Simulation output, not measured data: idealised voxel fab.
process module | voxel double patterning
cross-section cut | 255 nm wide | cells 5 nm
A cross-section is a grid of square cells, given in bands from the top down. A band is one or more rows of cells.
Each band's line starts with the height of the band's top and of its bottom, in nm. Then come its materials from left to right, each with its width in nm. One material with "throughout" fills the band from edge to edge. "air" is empty space.
Height 0 is the level under which the wafer as received is all one material. The lowest band goes on downwards, as in "0 down".
A width such as "30 to 40" changes by the same amount from each row of cells to the next, from the band's top row to its bottom row.
"no change" after a step means that no cell of the cross-section changed.
closed voids: empty space of 8 cells or more with no open way to the top, each as width x height at its distance from the left edge, in nm
after a step's settings: what the simulator itself notes on the step
overlay nm, on a step with a mask: how far to the right of its planned place the mask lay; to the left if negative
plan
1 op RECEIVE | material Si
2 op CONFORMAL_DEP | material SiN | thk nm 10
3 op DIRECTIONAL_DEP | material SiO2 | thk nm 15
4 op DIRECTIONAL_DEP | material SiCN | thk nm 5
5 op DIRECTIONAL_DEP | material aC | thk nm 10
6 op PATTERN | tone open | mask id FIRST | material resist | width nm 15 | pitch nm 50 | thk nm 25 | overlay nm 0
7 op DIRECTIONAL_ETCH | etch materials aC | depth nm 10
8 op STRIP | etch materials resist
9 op DIRECTIONAL_ETCH | etch materials SiCN | depth nm 5
10 op STRIP | etch materials aC
11 op MASKED_ETCH | tone open | mask id SECOND | width nm 15 | etch materials SiCN | depth nm 5 | overlay nm 0
12 op DIRECTIONAL_ETCH | etch materials SiO2 | depth nm 15
13 op STRIP | etch materials SiCN
first wafer, as planned
as received, after step 1
  0 down: Si throughout
  closed voids: none
after step 2
  10 to 0: SiN throughout
  below 0: unchanged
after step 3
  25 to 10: SiO2 throughout
  below 10: unchanged
after step 4
  30 to 25: SiCN throughout
  below 25: unchanged
after step 5
  40 to 30: aC throughout
  below 30: unchanged
after step 6
  65 to 40: resist 95 | air 15 | resist 35 | air 15 | resist 95
  below 40: unchanged
after step 7
  55 to 40: resist 95 | air 15 | resist 35 | air 15 | resist 95
  40 to 30: aC 95 | air 15 | aC 35 | air 15 | aC 95
  below 30: unchanged
after step 8
  40 to 30: aC 95 | air 15 | aC 35 | air 15 | aC 95
  below 30: unchanged
after step 9
  40 to 30: aC 95 | air 15 | aC 35 | air 15 | aC 95
  30 to 25: SiCN 95 | air 15 | SiCN 35 | air 15 | SiCN 95
  below 25: unchanged
after step 10
  30 to 25: SiCN 95 | air 15 | SiCN 35 | air 15 | SiCN 95
  below 25: unchanged
after step 11
  30 to 25: SiCN 95 | air 15 | SiCN 10 | air 15 | SiCN 10 | air 15 | SiCN 95
  below 25: unchanged
after step 12
  30 to 25: SiCN 95 | air 15 | SiCN 10 | air 15 | SiCN 10 | air 15 | SiCN 95
  25 to 10: SiO2 95 | air 15 | SiO2 10 | air 15 | SiO2 10 | air 15 | SiO2 95
  below 10: unchanged
after step 13
  25 to 10: SiO2 95 | air 15 | SiO2 10 | air 15 | SiO2 10 | air 15 | SiO2 95
  below 10: unchanged
second wafer: like start, like plan, one mistake. Through step 11 it matches the first wafer
when step 12 should have ended
  30 to 25: SiCN 95 | air 15 | SiCN 10 | air 15 | SiCN 10 | air 15 | SiCN 95
  25 to 15: SiO2 95 | air 15 | SiO2 10 | air 15 | SiO2 10 | air 15 | SiO2 95
  below 15: unchanged
when step 13 should have ended
  25 to 15: SiO2 95 | air 15 | SiO2 10 | air 15 | SiO2 10 | air 15 | SiO2 95
  below 15: unchanged
what went wrong: step 12 ran as: op DIRECTIONAL_ETCH | etch materials SiO2 | depth nm 10
at the end the second wafer has, in cells: 9 more of SiO2
